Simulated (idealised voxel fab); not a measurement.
Process module name: voxel capacitor over wiring
The width of the displayed cross-section, cut, is 240 nm; its cells are square, with a size of 5 nm.
Cross-section spec: square-cell grid; bands listed top down; each band is one or more rows.
Top height, bottom height, nm. Materials left to right, width each, nm. Single material + "all across" = fills band edge to edge. "blank" = empty.
Beneath 0, the wafer as received is one material, and that level is where height counting begins. The lowest band goes on downward without a bottom; it is written like "0 -> down".
With a width like "30->40", each row of cells in the band differs from the next by the same amount, the top row carrying the first number and the bottom row the second.
It should be understood that the words "everything unchanged", when stated for a given step, signify that the cross-section underwent no change in any of its cells during that step.
Basically, "Closed void entries" tells you about the enclosed voids: empty spaces with no open way to the top, 8 cells or bigger, each written width x height at distance, where distance is from the left edge, all in nm.
Heads up: the bit after the settings on a step's line is the simulator's remark on that step.
overlay nm: how far to the right of its planned place the mask lay on this masked step (negative: to the left).

### Intended process steps
1: RECEIVE [material Si]
2: CONFORMAL_DEP [material SiO2] [thk nm 10]
3: CONFORMAL_DEP [material SiCN] [thk nm 5]
4: DIRECTIONAL_DEP [material SiO2] [thk nm 20]
5: DIRECTIONAL_DEP [material aC] [thk nm 15]
6: PATTERN [tone open] [mask id METAL_1] [material resist] [width nm 30] [pitch nm 90] [thk nm 30] [overlay nm 0]
7: DIRECTIONAL_ETCH [etch materials aC] [depth nm 15]
8: STRIP [etch materials resist]
9: DIRECTIONAL_ETCH [etch materials SiO2] [depth nm 20]
10: DIRECTIONAL_ETCH [etch materials SiCN] [depth nm 5]
11: STRIP [etch materials aC]
12: CONFORMAL_DEP [material TiN] [thk nm 5]
13: FILL_DEP [material Cu] [thk nm 10]
14: CMP [height nm 35]
15: CONFORMAL_DEP [material SiCN] [thk nm 5]
16: DIRECTIONAL_DEP [material lowk] [thk nm 20]
17: DIRECTIONAL_DEP [material aC] [thk nm 10]
18: PATTERN [tone open] [mask id PLUG_1] [material resist] [width nm 15] [thk nm 30] [overlay nm 0]
19: DIRECTIONAL_ETCH [etch materials aC] [depth nm 10]
20: STRIP [etch materials resist]
21: DIRECTIONAL_ETCH [etch materials lowk] [depth nm 20]
22: DIRECTIONAL_ETCH [etch materials SiCN] [depth nm 5]
23: STRIP [etch materials aC]
24: EPI [material Ru] [thk nm 10]
25: EPI [material Ru] [thk nm 10]
26: EPI [material Ru] [thk nm 5]
27: DIRECTIONAL_DEP [material TiN] [thk nm 10]
28: DIRECTIONAL_DEP [material HfO2] [thk nm 5]
29: DIRECTIONAL_DEP [material TiN] [thk nm 10]
30: PATTERN [tone cover] [mask id UPPER_PLATE] [material resist] [width nm 65] [thk nm 20] [overlay nm 0]
31: DIRECTIONAL_ETCH [etch materials TiN] [depth nm 10]
32: DIRECTIONAL_ETCH [etch materials HfO2] [depth nm 5]
33: STRIP [etch materials resist]
34: DIRECTIONAL_DEP [material aC] [thk nm 10]
35: PATTERN [tone cover] [mask id LOWER_PLATE] [material resist] [width nm 75] [thk nm 25] [overlay nm 0]
36: DIRECTIONAL_ETCH [etch materials aC] [depth nm 10]
37: STRIP [etch materials resist]
38: DIRECTIONAL_ETCH [etch materials TiN] [depth nm 10]
39: STRIP [etch materials aC]
40: FILL_DEP [material SiO2] [thk nm 20]
41: CMP [height nm 100]
42: DIRECTIONAL_DEP [material aC] [thk nm 10]
43: PATTERN [tone open] [mask id PLUG_2] [material resist] [width nm 15] [thk nm 25] [overlay nm 0]
44: DIRECTIONAL_ETCH [etch materials aC] [depth nm 10]
45: STRIP [etch materials resist]
46: DIRECTIONAL_ETCH [etch materials SiO2] [depth nm 15]
47: STRIP [etch materials aC]
48: CONFORMAL_DEP [material TiN] [thk nm 5]
49: FILL_DEP [material Cu] [thk nm 5]
50: CMP [height nm 100]
51: CONFORMAL_DEP [material SiCN] [thk nm 5]

### The cross-section here shows the wafer as received, i.e. in its state after step 1
* 0 -> down = Si all across
* Closed void entries: none

### Run as planned - first of the two wafers cross-sectioned at the end of the module
* 105 -> 100 = SiCN all across
* 100 -> 90 = 85 nm SiO2 / 5 nm TiN / 5 nm Cu / 5 nm TiN / 140 nm SiO2
* 90 -> 85 = 85 nm SiO2 / 15 nm TiN / 140 nm SiO2
* 85 -> 75 = 75 nm SiO2 / 65 nm TiN / 100 nm SiO2
* 75 -> 70 = 75 nm SiO2 / 65 nm HfO2 / 100 nm SiO2
* 70 -> 60 = 70 nm SiO2 / 75 nm TiN / 95 nm SiO2
* 60 -> 40 = 75 nm lowk / 15 nm Ru / 150 nm lowk
* 40 -> 35 = 75 nm SiCN / 15 nm Ru / 150 nm SiCN
* 35 -> 15 = 60 nm SiO2 / 5 nm TiN / 20 nm Cu / 5 nm TiN / 60 nm SiO2 / 5 nm TiN / 20 nm Cu / 5 nm TiN / 60 nm SiO2
* 15 -> 10 = 60 nm SiCN / 30 nm TiN / 60 nm SiCN / 30 nm TiN / 60 nm SiCN
* 10 -> 0 = SiO2 all across
* 0 -> down = Si all across
* Closed void entries: none

### Second wafer of the two, sectioned at the end of the module. It began like the first and followed the same plan, but one mistake was made while running it
* 105 -> 100 = SiCN all across
* 100 -> 90 = 85 nm SiO2 / 5 nm TiN / 5 nm Cu / 5 nm TiN / 140 nm SiO2
* 90 -> 85 = 85 nm SiO2 / 15 nm TiN / 140 nm SiO2
* 85 -> 75 = 70 nm SiO2 / 5 nm TiN / 65 nm SiO2 / 5 nm TiN / 95 nm SiO2
* 75 -> 70 = 75 nm HfO2 / 65 nm SiO2 / 100 nm HfO2
* 70 -> 60 = TiN all across
* 60 -> 40 = 75 nm lowk / 15 nm Ru / 150 nm lowk
* 40 -> 35 = 75 nm SiCN / 15 nm Ru / 150 nm SiCN
* 35 -> 15 = 60 nm SiO2 / 5 nm TiN / 20 nm Cu / 5 nm TiN / 60 nm SiO2 / 5 nm TiN / 20 nm Cu / 5 nm TiN / 60 nm SiO2
* 15 -> 10 = 60 nm SiCN / 30 nm TiN / 60 nm SiCN / 30 nm TiN / 60 nm SiCN
* 10 -> 0 = SiO2 all across
* 0 -> down = Si all across
* Closed void entries: none
Heads up, the wafer didn't run the way we planned it: step 30 was run on a setting that differed from the plan, and what really ran there is PATTERN [tone open] [mask id UPPER_PLATE] [material resist] [width nm 65] [thk nm 20] [overlay nm 0]
Materials where the second wafer ends with more or fewer cells than the first: 22 more of HfO2; 66 fewer of SiO2; 44 more of TiN
